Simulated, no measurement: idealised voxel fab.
This section sets out a process module, namely voxel plated lines.
It is cross-section cut that appears here, measuring 155 nm in width, its square cells being 5 nm in size.
A cross-section is a grid of square cells, given in bands from the top down. A band is one or more rows of cells.
Heights first: top, then bottom, in nm. Then materials, left to right, each with a width in nm. "full width" on a single material: fills the band edge to edge. "blank": empty space.
Heights are expressed relative to 0, this being the level below which the as-received wafer comprises one material exclusively. The lowest band is unbounded in the downward direction and is denoted as in "0 and below".
A two-number width, for instance "30..40", indicates that the width is equal to the first number in the top row of the band and to the second number in the bottom row, and that it changes by a constant amount per row of cells.
Reading "nothing different" for a step: not a cell of the cross-section changed in it.
Closed-off voids of 8+ cells (no open route to the top) go in "Sealed void inventory", written width x height at distance from the left edge, in nm.
Whatever follows a step's settings on its line is a remark the simulator itself makes about that step.
overlay nm: mask right of planned place by this much (step with mask). Neg. = left.

# Planned step list for the process
1) RECEIVE | material Si
2) CONFORMAL_DEP | material SiO2 | thk nm 15
3) DIRECTIONAL_DEP | material TiN | thk nm 5
4) PATTERN | tone open | mask id LINES | material resist | width nm 25 | pitch nm 45 | thk nm 35 | overlay nm 0
5) EPI | material Ru | thk nm 10
6) EPI | material Ru | thk nm 5
7) EPI | material Ru | thk nm 10
8) STRIP | etch materials resist
9) DIRECTIONAL_ETCH | etch materials TiN | depth nm 5
10) CONFORMAL_DEP | material SiCN | thk nm 5

# The first of two wafers, run as planned

# Incoming wafer in cross-section (state: after step 1)
* 0 and below = Si full width
* Sealed void inventory: none

# Upon completion of step 2, the wafer appears in cross-section as shown
* 15 down to 0 = SiO2 full width
* Whatever lies below 0 is exactly as it was before.

# Upon completion of step 3, the wafer appears in cross-section as shown
* 20 down to 15 = TiN full width
* Whatever lies below 15 is exactly as it was before.

# Upon completion of step 4, the wafer appears in cross-section as shown
* 55 down to 20 = resist=40, then blank=25, then resist=20, then blank=25, then resist=45
* Whatever lies below 20 is exactly as it was before.

# Upon completion of step 5, the wafer appears in cross-section as shown
* 55 down to 30 = resist=40, then blank=25, then resist=20, then blank=25, then resist=45
* 30 down to 20 = resist=40, then Ru=25, then resist=20, then Ru=25, then resist=45
* Whatever lies below 20 is exactly as it was before.

# Upon completion of step 6, the wafer appears in cross-section as shown
* 55 down to 35 = resist=40, then blank=25, then resist=20, then blank=25, then resist=45
* 35 down to 20 = resist=40, then Ru=25, then resist=20, then Ru=25, then resist=45
* Whatever lies below 20 is exactly as it was before.

# Upon completion of step 7, the wafer appears in cross-section as shown
* 55 down to 45 = resist=40, then blank=25, then resist=20, then blank=25, then resist=45
* 45 down to 20 = resist=40, then Ru=25, then resist=20, then Ru=25, then resist=45
* Whatever lies below 20 is exactly as it was before.

# Upon completion of step 8, the wafer appears in cross-section as shown
* 45 down to 20 = blank=40, then Ru=25, then blank=20, then Ru=25, then blank=45
* Whatever lies below 20 is exactly as it was before.

# Upon completion of step 9, the wafer appears in cross-section as shown
* 45 down to 20 = blank=40, then Ru=25, then blank=20, then Ru=25, then blank=45
* 20 down to 15 = blank=40, then TiN=25, then blank=20, then TiN=25, then blank=45
* Whatever lies below 15 is exactly as it was before.

# Upon completion of step 10, the wafer appears in cross-section as shown
* 50 down to 45 = blank=35, then SiCN=35, then blank=10, then SiCN=35, then blank=40
* 45 down to 20 = blank=35, then SiCN=5, then Ru=25, then SiCN=5, then blank=10, then SiCN=5, then Ru=25, then SiCN=5, then blank=40
* 20 down to 15 = SiCN=40, then TiN=25, then SiCN=20, then TiN=25, then SiCN=45
* Whatever lies below 15 is exactly as it was before.

# Wafer two. Same start, same plan, one slip in execution. Same as wafer one through step 1, inclusive

# Cross-section: second wafer, time at which step 2 was scheduled to end
* 5 down to 0 = TiN full width
* Whatever lies below 0 is exactly as it was before.

# Cross-section: second wafer, time at which step 3 was scheduled to end
* 20 down to 5 = SiO2 full width
* Whatever lies below 5 is exactly as it was before.

# Cross-section: second wafer, time at which step 4 was scheduled to end
* 55 down to 20 = resist=40, then blank=25, then resist=20, then blank=25, then resist=45
* Whatever lies below 20 is exactly as it was before.

Cross-section: second wafer, time at which step 5 was scheduled to end: nothing different

Cross-section: second wafer, time at which step 6 was scheduled to end: nothing different

Cross-section: second wafer, time at which step 7 was scheduled to end: nothing different

# Cross-section: second wafer, time at which step 8 was scheduled to end
* 20 down to 5 = SiO2 full width
* Whatever lies below 5 is exactly as it was before.

Cross-section: second wafer, time at which step 9 was scheduled to end: nothing different

# Cross-section: second wafer, time at which step 10 was scheduled to end
* 25 down to 20 = SiCN full width
* Whatever lies below 20 is exactly as it was before.
The mistake made against the process plan was this: so 2 and 3 got swapped relative to the plan, each ran where the other was supposed to
The final cell counts differ between the wafers, with the second having more or fewer of some materials than the first: -50 Ru; -24 SiCN; +21 TiN
